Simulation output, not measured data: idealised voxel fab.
Module name: voxel capacitor over wiring (process module)
It is cross-section cut that appears here, measuring 215 nm in width, its square cells being 5 nm in size.
A cross-section is written here as square cells arranged in a grid, and it is given in bands from the top down, each band taking up one or more rows of cells. Band: top height; bottom height; in nm. Then, left to right: material with width in nm, for each material. "edge to edge": a single material spanning edge to edge. "air": empty space. Heights are measured from 0, the level below which the as-received wafer is all one material; the lowest band has no bottom and continues downward, written as in "0 down". The expression "30->40" gives the width at the extremes of the band, the first number at its top row of cells and the second at its bottom row, with the width changing by equal amounts from each row to the next in between. Step marked "no modifications"? Then no cell in the cross-section changed in it. Listed in "Entrapped void list": every empty space of 8 or more cells without an open way to the top. Form: width x height at distance, the distance being from the left edge, all in nm. after a step's settings: what the simulator itself notes on the step. The line of a step may include "overlay nm". On a step with a mask, this value is how far to the right of its planned place the mask lay. A negative value means the mask lay to the left.

Process steps - plan:
1. RECEIVE | material Si
2. CONFORMAL_DEP | material SiO2 | thk nm 15
3. DIRECTIONAL_DEP | material TiN | thk nm 5
4. DIRECTIONAL_DEP | material W | thk nm 20
5. MASKED_ETCH | tone cover | mask id METAL_1 | width nm 20 | pitch nm 90 | etch materials W | depth nm 20 | overlay nm -15
6. MASKED_ETCH | tone cover | mask id METAL_1 | width nm 20 | pitch nm 90 | etch materials TiN | depth nm 5 | overlay nm 0
7. FILL_DEP | material SiO2 | thk nm 10
8. CMP | height nm 40
9. CONFORMAL_DEP | material SiCN | thk nm 5
10. DIRECTIONAL_DEP | material SiO2 | thk nm 15
11. MASKED_ETCH | tone open | mask id PLUG_1 | width nm 15 | etch materials SiO2 | depth nm 15 | overlay nm 0
12. MASKED_ETCH | tone open | mask id PLUG_1 | width nm 15 | etch materials SiCN | depth nm 5 | overlay nm 0
13. CONFORMAL_DEP | material TiN | thk nm 5
14. FILL_DEP | material Ru | thk nm 5
15. CMP | height nm 60
16. DIRECTIONAL_DEP | material TiN | thk nm 5
17. DIRECTIONAL_DEP | material HfO2 | thk nm 5
18. DIRECTIONAL_DEP | material TiN | thk nm 5
19. PATTERN | tone cover | mask id UPPER_PLATE | material resist | width nm 75 | thk nm 20 | overlay nm 0
20. DIRECTIONAL_ETCH | etch materials TiN | depth nm 5
21. DIRECTIONAL_ETCH | etch materials HfO2 | depth nm 5
22. STRIP | etch materials resist
23. MASKED_ETCH | tone cover | mask id LOWER_PLATE | width nm 85 | etch materials TiN | depth nm 5 | overlay nm 0
24. FILL_DEP | material SiO2 | thk nm 15
25. CMP | height nm 85
26. MASKED_ETCH | tone open | mask id PLUG_2 | width nm 15 | etch materials SiO2 | depth nm 10 | overlay nm 0
27. CONFORMAL_DEP | material TiN | thk nm 5
28. FILL_DEP | material W | thk nm 10
29. CMP | height nm 85
30. CONFORMAL_DEP | material SiN | thk nm 5
Quick note for whoever runs this: the wafers start identical, but the overlay nm at step 5 isn't the same across them. The plan just shows what the first wafer had.

As received, i.e. after step 1: cross-section through the first of several wafers:
    0 down = Si edge to edge
    Entrapped void list: none

Per-wafer rows below. For each material: cells gained (+) or lost (-) since the wafer was received, as of end of module. Then: closed voids:
overlay nm -15, +15 HfO2, +3 Ru, +40 SiCN, +43 SiN, +580 SiO2, +60 TiN, +33 W, Entrapped void list: none
overlay nm -10, +15 HfO2, +3 Ru, +40 SiCN, +43 SiN, +582 SiO2, +58 TiN, +33 W, Entrapped void list: none
overlay nm -5, +15 HfO2, +3 Ru, +40 SiCN, +43 SiN, +584 SiO2, +56 TiN, +33 W, Entrapped void list: none
overlay nm 0, +15 HfO2, +3 Ru, +40 SiCN, +43 SiN, +586 SiO2, +54 TiN, +33 W, Entrapped void list: none
overlay nm 5, +15 HfO2, +3 Ru, +40 SiCN, +43 SiN, +584 SiO2, +56 TiN, +33 W, Entrapped void list: none
overlay nm 10, +15 HfO2, +3 Ru, +40 SiCN, +43 SiN, +582 SiO2, +58 TiN, +33 W, Entrapped void list: none
overlay nm 15, +15 HfO2, +3 Ru, +40 SiCN, +43 SiN, +580 SiO2, +60 TiN, +33 W, Entrapped void list: none
